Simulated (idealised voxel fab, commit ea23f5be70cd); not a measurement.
process module | voxel lift off
cross-section cut | 225 nm wide | cells 5 nm
A cross-section is a grid of square cells, given in bands from the top down. A band is one or more rows of cells.
Each band's line starts with the height of the band's top and of its bottom, in nm. Then come its materials from left to right, each with its width in nm. One material with "throughout" fills the band from edge to edge. "air" is empty space.
Height 0 is the level under which the wafer as received is all one material. The lowest band goes on downwards, as in "0 down".
A width such as "30 to 40" changes by the same amount from each row of cells to the next, from the band's top row to its bottom row.
"no change" after a step means that no cell of the cross-section changed.
closed voids: empty space of 8 cells or more with no open way to the top, each as width x height at its distance from the left edge, in nm
after a step's settings: what the simulator itself notes on the step
overlay nm, on a step with a mask: how far to the right of its planned place the mask lay; to the left if negative
plan
1 op RECEIVE | material Si
2 op CONFORMAL_DEP | material Al2O3 | thk nm 15
3 op PATTERN | tone open | mask id LINES | material resist | width nm 25 | pitch nm 40 | thk nm 25 | overlay nm 0
4 op DIRECTIONAL_DEP | material Ru | thk nm 15
5 op STRIP | etch materials resist
6 op CONFORMAL_DEP | material SiN | thk nm 5
first wafer, as planned
as received, after step 1
  0 down: Si throughout
  closed voids: none
after step 2
  15 to 0: Al2O3 throughout
  below 0: unchanged
after step 3
  40 to 15: resist 80 | air 25 | resist 15 | air 25 | resist 80
  below 15: unchanged
after step 4
  55 to 40: Ru 80 | air 25 | Ru 15 | air 25 | Ru 80
  40 to 30: resist 80 | air 25 | resist 15 | air 25 | resist 80
  30 to 15: resist 80 | Ru 25 | resist 15 | Ru 25 | resist 80
  below 15: unchanged
after step 5
  30 to 15: air 80 | Ru 25 | air 15 | Ru 25 | air 80
  below 15: unchanged
after step 6
  35 to 30: air 75 | SiN 35 | air 5 | SiN 35 | air 75
  30 to 20: air 75 | SiN 5 | Ru 25 | SiN 5 | air 5 | SiN 5 | Ru 25 | SiN 5 | air 75
  20 to 15: SiN 80 | Ru 25 | SiN 15 | Ru 25 | SiN 80
  below 15: unchanged
second wafer: like start, like plan, one mistake. Through step 3 it matches the first wafer
when step 4 should have ended: no change
when step 5 should have ended
  15 to 0: Al2O3 throughout
  below 0: unchanged
when step 6 should have ended
  20 to 15: SiN throughout
  below 15: unchanged
what went wrong: step 4 was left out
at the end the second wafer has, in cells: 30 fewer of Ru | 12 fewer of SiN
